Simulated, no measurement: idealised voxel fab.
process module | voxel gate over fins
cross-section cut | 210 nm wide | cells 5 nm
A cross-section is a grid of square cells, given in bands from the top down. A band is one or more rows of cells.
Each band's line starts with the height of the band's top and of its bottom, in nm. Then come its materials from left to right, each with its width in nm. One material with "throughout" fills the band from edge to edge. "air" is empty space.
Height 0 is the level under which the wafer as received is all one material. The lowest band goes on downwards, as in "0 down".
A width such as "30 to 40" changes by the same amount from each row of cells to the next, from the band's top row to its bottom row.
"no change" after a step means that no cell of the cross-section changed.
closed voids: empty space of 8 cells or more with no open way to the top, each as width x height at its distance from the left edge, in nm
after a step's settings: what the simulator itself notes on the step
overlay nm, on a step with a mask: how far to the right of its planned place the mask lay; to the left if negative
plan
1 op RECEIVE | material Si
2 op CONFORMAL_DEP | material SiN | thk nm 10
3 op DIRECTIONAL_DEP | material aC | thk nm 15
4 op PATTERN | tone cover | mask id FINS | material resist | width nm 15 | pitch nm 50 | thk nm 30 | overlay nm 0
5 op DIRECTIONAL_ETCH | etch materials aC | depth nm 15
6 op STRIP | etch materials resist
7 op DIRECTIONAL_ETCH | etch materials SiN | depth nm 10
8 op DIRECTIONAL_ETCH | etch materials Si | depth nm 35
9 op STRIP | etch materials aC
10 op FILL_DEP | material SiO2 | thk nm 10
11 op CMP | height nm 10
12 op MASKED_ETCH | tone open | mask id RAIL | width nm 15 | etch materials SiO2 | depth nm 40 | overlay nm 0
13 op CONFORMAL_DEP | material TiN | thk nm 5
14 op FILL_DEP | material W | thk nm 5
15 op CMP | height nm 10
16 op SELECTIVE_ETCH | etch materials W Ru TiN | depth nm 25
17 op FILL_DEP | material SiO2 | thk nm 5
18 op CMP | height nm 10
19 op SELECTIVE_ETCH | etch materials SiO2 | depth nm 20
20 op STRIP | etch materials SiN
21 op CONFORMAL_DEP | material HfO2 | thk nm 5
22 op CONFORMAL_DEP | material TiN | thk nm 5
23 op CONFORMAL_DEP | material TiAl | thk nm 5
24 op CONFORMAL_DEP | material TiN | thk nm 5
25 op FILL_DEP | material W | thk nm 15
26 op CMP | height nm 30
27 op CONFORMAL_DEP | material SiN | thk nm 5
as received, after step 1
  0 down: Si throughout
  closed voids: none
a wafer at the end: this start, this plan, one mistake
  45 to 30: SiN throughout
  30 to 20: W throughout
  20 to 15: W 25 | TiN 155 | W 30
  15 to 10: W 25 | TiN 5 | TiAl 45 | TiN 5 | TiAl 45 | TiN 5 | TiAl 45 | TiN 5 | W 30
  10 to 5: TiN 30 | TiAl 5 | TiN 35 | TiAl 5 | TiN 5 | TiAl 5 | TiN 35 | TiAl 5 | TiN 5 | TiAl 5 | TiN 35 | TiAl 5 | TiN 35
  5 to 0: TiAl 35 | TiN 5 | HfO2 25 | TiN 5 | TiAl 15 | TiN 5 | HfO2 25 | TiN 5 | TiAl 15 | TiN 5 | HfO2 25 | TiN 5 | TiAl 40
  0 to -5: TiN 40 | HfO2 5 | Si 15 | HfO2 5 | TiN 25 | HfO2 5 | Si 15 | HfO2 5 | TiN 25 | HfO2 5 | Si 15 | HfO2 5 | TiN 45
  -5 to -10: HfO2 45 | Si 15 | HfO2 35 | Si 15 | HfO2 35 | Si 15 | HfO2 50
  -10 to -15: SiO2 45 | Si 15 | SiO2 35 | Si 15 | SiO2 35 | Si 15 | SiO2 50
  -15 to -25: SiO2 45 | Si 15 | SiO2 10 | TiN 5 | W 5 | TiN 5 | SiO2 10 | Si 15 | SiO2 35 | Si 15 | SiO2 50
  -25 to -30: SiO2 45 | Si 15 | SiO2 10 | TiN 15 | SiO2 10 | Si 15 | SiO2 35 | Si 15 | SiO2 50
  -30 to -35: SiO2 45 | Si 15 | SiO2 35 | Si 15 | SiO2 35 | Si 15 | SiO2 50
  -35 down: Si throughout
  closed voids: none
what went wrong: step 27 ran as: op CONFORMAL_DEP | material SiN | thk nm 15
